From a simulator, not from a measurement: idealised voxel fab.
process module | voxel tone inversion
cross-section cut | 240 nm wide | cells 5 nm
A cross-section is a grid of square cells, given in bands from the top down. A band is one or more rows of cells.
Each band's line starts with the height of the band's top and of its bottom, in nm. Then come its materials from left to right, each with its width in nm. One material with "throughout" fills the band from edge to edge. "air" is empty space.
Height 0 is the level under which the wafer as received is all one material. The lowest band goes on downwards, as in "0 down".
A width such as "30 to 40" changes by the same amount from each row of cells to the next, from the band's top row to its bottom row.
"no change" after a step means that no cell of the cross-section changed.
closed voids: empty space of 8 cells or more with no open way to the top, each as width x height at its distance from the left edge, in nm
after a step's settings: what the simulator itself notes on the step
overlay nm, on a step with a mask: how far to the right of its planned place the mask lay; to the left if negative
plan
1 op RECEIVE | material Si
2 op CONFORMAL_DEP | material SiN | thk nm 10
3 op DIRECTIONAL_DEP | material aC | thk nm 25
4 op PATTERN | tone cover | mask id POSTS | material resist | width nm 20 | pitch nm 50 | thk nm 35 | overlay nm 0
5 op DIRECTIONAL_ETCH | etch materials aC | depth nm 25
6 op STRIP | etch materials resist
7 op FILL_DEP | material lowk | thk nm 5
8 op CMP | height nm 35
9 op STRIP | etch materials aC
10 op CONFORMAL_DEP | material TiN | thk nm 5
11 op FILL_DEP | material Ru | thk nm 10
12 op CMP | height nm 35
13 op CONFORMAL_DEP | material SiN | thk nm 5
first wafer, as planned
as received, after step 1
  0 down: Si throughout
  closed voids: none
after step 2
  10 to 0: SiN throughout
  below 0: unchanged
after step 3
  35 to 10: aC throughout
  below 10: unchanged
after step 4
  70 to 35: air 35 | resist 20 | air 30 | resist 20 | air 30 | resist 20 | air 30 | resist 20 | air 35
  below 35: unchanged
after step 5
  45 to 35: air 35 | resist 20 | air 30 | resist 20 | air 30 | resist 20 | air 30 | resist 20 | air 35
  35 to 10: air 35 | aC 20 | air 30 | aC 20 | air 30 | aC 20 | air 30 | aC 20 | air 35
  below 10: unchanged
after step 6
  35 to 10: air 35 | aC 20 | air 30 | aC 20 | air 30 | aC 20 | air 30 | aC 20 | air 35
  below 10: unchanged
after step 7
  40 to 35: lowk throughout
  35 to 10: lowk 35 | aC 20 | lowk 30 | aC 20 | lowk 30 | aC 20 | lowk 30 | aC 20 | lowk 35
  below 10: unchanged
after step 8
  35 to 10: lowk 35 | aC 20 | lowk 30 | aC 20 | lowk 30 | aC 20 | lowk 30 | aC 20 | lowk 35
  below 10: unchanged
after step 9
  35 to 10: lowk 35 | air 20 | lowk 30 | air 20 | lowk 30 | air 20 | lowk 30 | air 20 | lowk 35
  below 10: unchanged
after step 10
  40 to 35: TiN 40 | air 10 | TiN 40 | air 10 | TiN 40 | air 10 | TiN 40 | air 10 | TiN 40
  35 to 15: lowk 35 | TiN 5 | air 10 | TiN 5 | lowk 30 | TiN 5 | air 10 | TiN 5 | lowk 30 | TiN 5 | air 10 | TiN 5 | lowk 30 | TiN 5 | air 10 | TiN 5 | lowk 35
  15 to 10: lowk 35 | TiN 20 | lowk 30 | TiN 20 | lowk 30 | TiN 20 | lowk 30 | TiN 20 | lowk 35
  below 10: unchanged
after step 11
  50 to 40: Ru throughout
  40 to 35: TiN 40 | Ru 10 | TiN 40 | Ru 10 | TiN 40 | Ru 10 | TiN 40 | Ru 10 | TiN 40
  35 to 15: lowk 35 | TiN 5 | Ru 10 | TiN 5 | lowk 30 | TiN 5 | Ru 10 | TiN 5 | lowk 30 | TiN 5 | Ru 10 | TiN 5 | lowk 30 | TiN 5 | Ru 10 | TiN 5 | lowk 35
  below 15: unchanged
after step 12
  35 to 15: lowk 35 | TiN 5 | Ru 10 | TiN 5 | lowk 30 | TiN 5 | Ru 10 | TiN 5 | lowk 30 | TiN 5 | Ru 10 | TiN 5 | lowk 30 | TiN 5 | Ru 10 | TiN 5 | lowk 35
  below 15: unchanged
after step 13
  40 to 35: SiN throughout
  below 35: unchanged
second wafer: like start, like plan, one mistake. Through step 3 it matches the first wafer
when step 4 should have ended
  70 to 35: resist 35 | air 20 | resist 30 | air 20 | resist 30 | air 20 | resist 30 | air 20 | resist 35
  below 35: unchanged
when step 5 should have ended
  45 to 35: resist 35 | air 20 | resist 30 | air 20 | resist 30 | air 20 | resist 30 | air 20 | resist 35
  35 to 10: aC 35 | air 20 | aC 30 | air 20 | aC 30 | air 20 | aC 30 | air 20 | aC 35
  below 10: unchanged
when step 6 should have ended
  35 to 10: aC 35 | air 20 | aC 30 | air 20 | aC 30 | air 20 | aC 30 | air 20 | aC 35
  below 10: unchanged
when step 7 should have ended
  40 to 35: lowk throughout
  35 to 10: aC 35 | lowk 20 | aC 30 | lowk 20 | aC 30 | lowk 20 | aC 30 | lowk 20 | aC 35
  below 10: unchanged
when step 8 should have ended
  35 to 10: aC 35 | lowk 20 | aC 30 | lowk 20 | aC 30 | lowk 20 | aC 30 | lowk 20 | aC 35
  below 10: unchanged
when step 9 should have ended
  35 to 10: air 35 | lowk 20 | air 30 | lowk 20 | air 30 | lowk 20 | air 30 | lowk 20 | air 35
  below 10: unchanged
when step 10 should have ended
  40 to 35: air 30 | TiN 30 | air 20 | TiN 30 | air 20 | TiN 30 | air 20 | TiN 30 | air 30
  35 to 15: air 30 | TiN 5 | lowk 20 | TiN 5 | air 20 | TiN 5 | lowk 20 | TiN 5 | air 20 | TiN 5 | lowk 20 | TiN 5 | air 20 | TiN 5 | lowk 20 | TiN 5 | air 30
  15 to 10: TiN 35 | lowk 20 | TiN 30 | lowk 20 | TiN 30 | lowk 20 | TiN 30 | lowk 20 | TiN 35
  below 10: unchanged
when step 11 should have ended
  50 to 40: Ru throughout
  40 to 35: Ru 30 | TiN 30 | Ru 20 | TiN 30 | Ru 20 | TiN 30 | Ru 20 | TiN 30 | Ru 30
  35 to 15: Ru 30 | TiN 5 | lowk 20 | TiN 5 | Ru 20 | TiN 5 | lowk 20 | TiN 5 | Ru 20 | TiN 5 | lowk 20 | TiN 5 | Ru 20 | TiN 5 | lowk 20 | TiN 5 | Ru 30
  below 15: unchanged
when step 12 should have ended
  35 to 15: Ru 30 | TiN 5 | lowk 20 | TiN 5 | Ru 20 | TiN 5 | lowk 20 | TiN 5 | Ru 20 | TiN 5 | lowk 20 | TiN 5 | Ru 20 | TiN 5 | lowk 20 | TiN 5 | Ru 30
  below 15: unchanged
when step 13 should have ended
  40 to 35: SiN throughout
  below 35: unchanged
what went wrong: step 4 ran as: op PATTERN | tone open | mask id POSTS | material resist | width nm 20 | pitch nm 50 | thk nm 35 | overlay nm 0
at the end the second wafer has, in cells: 64 more of Ru | 16 more of TiN | 80 fewer of lowk
